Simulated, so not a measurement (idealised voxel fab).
This is a process module. Its name is voxel transistor to metal.
Cross-sectional view cut (width: 270 nm; square cell size: 5 nm).
Bands, listed from the top down, are how a cross-section gets written in this document; the cross-section itself is a grid of square cells, and a band is one or more rows of them.
Quick guide to a band line: top height, bottom height (nm) up front; then every material left to right with its width in nm. Only one material and it's marked "full width"? Then it fills the band edge to edge. And "air" just means empty space.
Below 0: as-received wafer, all one material; heights counted from there. Lowest band: no bottom, goes on down, written "0 and below".
So if you see something like "30..40" for the width, read it as the top row of the band sitting at the first number and the bottom row at the second, with every row in between moving by the same amount as the last.
No cell of the cross-section changed in a step that is given as "nothing got changed".
The entry "Listed closed voids" lists the empty spaces that cover at least 8 cells and have no open path to the top. Each is written as width x height at distance, where the distance is measured from the left edge and all three values are in nm.
after a step's settings: what the simulator itself notes on the step
A step line may carry the setting "overlay nm", which, for steps involving a mask, states the distance by which the mask lay to the right of its intended position; negative values denote displacement to the left.

Steps in the process plan:
| 1 | RECEIVE [material Si] |
| 2 | OXIDIZE [depth nm 5] |
| 3 | CONFORMAL_DEP [material SiN] [thk nm 10] |
| 4 | MASKED_ETCH [tone cover] [mask id ACTIVE] [width nm 110] [pitch nm 130] [etch materials SiN] [depth nm 10] [overlay nm 0] |
| 5 | MASKED_ETCH [tone cover] [mask id ACTIVE] [width nm 110] [pitch nm 130] [etch materials SiO2] [depth nm 5] [overlay nm 0] |
| 6 | MASKED_ETCH [tone cover] [mask id ACTIVE] [width nm 110] [pitch nm 130] [etch materials Si] [depth nm 20] [overlay nm 0] |
| 7 | FILL_DEP [material SiO2] [thk nm 5] |
| 8 | CMP [height nm 10] |
| 9 | SELECTIVE_ETCH [etch materials SiO2] [depth nm 5] |
| 10 | STRIP [etch materials SiN] |
| 11 | SELECTIVE_ETCH [etch materials SiO2] [depth nm 5] |
| 12 | OXIDIZE [depth nm 5] |
| 13 | DIRECTIONAL_DEP [material polySi] [thk nm 25] |
| 14 | DIRECTIONAL_DEP [material SiCN] [thk nm 10] |
| 15 | PATTERN [tone cover] [mask id GATE] [material resist] [width nm 20] [pitch nm 130] [thk nm 20] [overlay nm 0] |
| 16 | DIRECTIONAL_ETCH [etch materials SiCN] [depth nm 20] |
| 17 | DIRECTIONAL_ETCH [etch materials polySi] [depth nm 35] |
| 18 | STRIP [etch materials resist] |
| 19 | CONFORMAL_DEP [material SiN] [thk nm 5] |
| 20 | DIRECTIONAL_ETCH [etch materials SiN] [depth nm 5] |
| 21 | DIRECTIONAL_ETCH [etch materials SiO2] [depth nm 5] |
| 22 | EPI [material SiGe] [thk nm 5] |
| 23 | FILL_DEP [material SiO2] [thk nm 10] |
| 24 | CMP [height nm 30] |
| 25 | DIRECTIONAL_DEP [material SiO2] [thk nm 10] |
| 26 | PATTERN [tone open] [mask id CONTACT] [material resist] [width nm 30] [thk nm 20] [overlay nm 0] |
| 27 | DIRECTIONAL_ETCH [etch materials SiO2] [depth nm 45] |
| 28 | STRIP [etch materials resist] |
| 29 | CONFORMAL_DEP [material TiN] [thk nm 5] |
| 30 | FILL_DEP [material Ru] [thk nm 10] |
| 31 | CMP [height nm 40] |
| 32 | DIRECTIONAL_DEP [material TiN] [thk nm 5] |
| 33 | DIRECTIONAL_DEP [material W] [thk nm 15] |
| 34 | PATTERN [tone cover] [mask id METAL_1] [material resist] [width nm 20] [thk nm 15] [overlay nm 0] |
| 35 | DIRECTIONAL_ETCH [etch materials W] [depth nm 15] |
| 36 | DIRECTIONAL_ETCH [etch materials TiN] [depth nm 5] |
| 37 | STRIP [etch materials resist] |
| 38 | CONFORMAL_DEP [material SiN] [thk nm 5] |
| 39 | FILL_DEP [material SiO2] [thk nm 5] |
| 40 | CMP [height nm 60] |
| 41 | CONFORMAL_DEP [material SiN] [thk nm 5] |

As-received state of the wafer in cross-section, equivalent to post-step 1:
* 0 and below  Si full width
* Listed closed voids: none

First wafer of two, sectioned at end of module; run went per plan:
* 65 down to 60  SiN full width
* 60 down to 45  SiO2 20 / SiN 5 / W 20 / SiN 5 / SiO2 40 / SiN 5 / W 20 / SiN 5 / SiO2 30 / SiN 5 / W 20 / SiN 5 / SiO2 40 / SiN 5 / W 20 / SiN 5 / SiO2 20
* 45 down to 40  SiN 25 / TiN 20 / SiN 50 / TiN 20 / SiN 40 / TiN 20 / SiN 50 / TiN 20 / SiN 25
* 40 down to 30  SiO2 25 / TiN 5 / Ru 20 / TiN 5 / SiO2 30 / TiN 5 / Ru 20 / TiN 5 / SiO2 40 / TiN 5 / Ru 20 / TiN 5 / SiO2 30 / TiN 5 / Ru 20 / TiN 5 / SiO2 25
* 30 down to 20  SiO2 25 / TiN 5 / Ru 20 / TiN 5 / SiN 5 / SiCN 20 / SiN 5 / TiN 5 / Ru 20 / TiN 5 / SiO2 40 / TiN 5 / Ru 20 / TiN 5 / SiN 5 / SiCN 20 / SiN 5 / TiN 5 / Ru 20 / TiN 5 / SiO2 25
* 20 down to 0  SiO2 25 / TiN 5 / Ru 20 / TiN 5 / SiN 5 / polySi 20 / SiN 5 / TiN 5 / Ru 20 / TiN 5 / SiO2 40 / TiN 5 / Ru 20 / TiN 5 / SiN 5 / polySi 20 / SiN 5 / TiN 5 / Ru 20 / TiN 5 / SiO2 25
* 0 down to -5  SiO2 10 / SiN 5 / SiO2 10 / TiN 30 / SiN 5 / polySi 20 / SiN 5 / TiN 30 / SiO2 10 / SiN 5 / SiO2 10 / SiN 5 / SiO2 10 / TiN 30 / SiN 5 / polySi 20 / SiN 5 / TiN 30 / SiO2 10 / SiN 5 / SiO2 10
* -5 down to -10  SiO2 15 / SiGe 40 / SiO2 30 / SiGe 40 / SiO2 20 / SiGe 40 / SiO2 30 / SiGe 40 / SiO2 15
* -10 down to -25  SiO2 15 / Si 110 / SiO2 20 / Si 110 / SiO2 15
* -25 and below  Si full width
* Listed closed voids: none

Wafer two, sectioned after the module: the first wafer's start, the first wafer's plan, and one mistake in how it was run:
* 65 down to 60  SiN full width
* 60 down to 45  SiO2 20 / SiN 5 / W 20 / SiN 5 / SiO2 40 / SiN 5 / W 20 / SiN 5 / SiO2 30 / SiN 5 / W 20 / SiN 5 / SiO2 40 / SiN 5 / W 20 / SiN 5 / SiO2 20
* 45 down to 40  SiN 25 / TiN 20 / SiN 50 / TiN 20 / SiN 40 / TiN 20 / SiN 50 / TiN 20 / SiN 25
* 40 down to 30  SiN full width
* 30 down to 20  SiO2 55 / SiN 5 / SiCN 20 / SiN 5 / SiO2 100 / SiN 5 / SiCN 20 / SiN 5 / SiO2 55
* 20 down to 0  SiO2 55 / SiN 5 / polySi 20 / SiN 5 / SiO2 100 / SiN 5 / polySi 20 / SiN 5 / SiO2 55
* 0 down to -5  SiO2 10 / SiN 5 / SiO2 40 / SiN 5 / polySi 20 / SiN 5 / SiO2 40 / SiN 5 / SiO2 10 / SiN 5 / SiO2 40 / SiN 5 / polySi 20 / SiN 5 / SiO2 40 / SiN 5 / SiO2 10
* -5 down to -10  SiO2 15 / SiGe 40 / SiO2 30 / SiGe 40 / SiO2 20 / SiGe 40 / SiO2 30 / SiGe 40 / SiO2 15
* -10 down to -25  SiO2 15 / Si 110 / SiO2 20 / Si 110 / SiO2 15
* -25 and below  Si full width
* Listed closed voids: none
The mistake made against the process plan was this: rather than as planned, step 25 actually ran as DIRECTIONAL_DEP [material SiN] [thk nm 10]
Final comparison by cell count, materials where the second wafer has more or fewer than the first: Ru: 128 fewer; SiN: 108 more; SiO2: 108 more; TiN: 88 fewer
